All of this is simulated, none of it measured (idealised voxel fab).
process module | voxel released beams
cross-section cut | 145 nm wide | cells 5 nm
A cross-section is a grid of square cells, given in bands from the top down. A band is one or more rows of cells.
Each band's line starts with the height of the band's top and of its bottom, in nm. Then come its materials from left to right, each with its width in nm. One material with "throughout" fills the band from edge to edge. "air" is empty space.
Height 0 is the level under which the wafer as received is all one material. The lowest band goes on downwards, as in "0 down".
A width such as "30 to 40" changes by the same amount from each row of cells to the next, from the band's top row to its bottom row.
"no change" after a step means that no cell of the cross-section changed.
closed voids: empty space of 8 cells or more with no open way to the top, each as width x height at its distance from the left edge, in nm
after a step's settings: what the simulator itself notes on the step
overlay nm, on a step with a mask: how far to the right of its planned place the mask lay; to the left if negative
plan
1 op RECEIVE | material Si
2 op CONFORMAL_DEP | material Al2O3 | thk nm 5
3 op DIRECTIONAL_DEP | material SiO2 | thk nm 15
4 op PATTERN | tone open | mask id ANCHOR | material resist | width nm 45 | thk nm 15 | overlay nm 0
5 op DIRECTIONAL_ETCH | etch materials SiO2 | depth nm 15
6 op STRIP | etch materials resist
7 op CONFORMAL_DEP | material W | thk nm 15
8 op MASKED_ETCH | tone cover | mask id BEAM | width nm 95 | etch materials W | depth nm 15 | overlay nm 0
9 op STRIP | etch materials SiO2
as received, after step 1
  0 down: Si throughout
  closed voids: none
a wafer at the end: this start, this plan, one mistake
  50 to 35: air 20 | W 95 | air 30
  35 to 20: W throughout
  20 to 5: SiO2 25 | W 45 | SiO2 75
  5 to 0: Al2O3 throughout
  0 down: Si throughout
  closed voids: none
what went wrong: step 7 was run twice
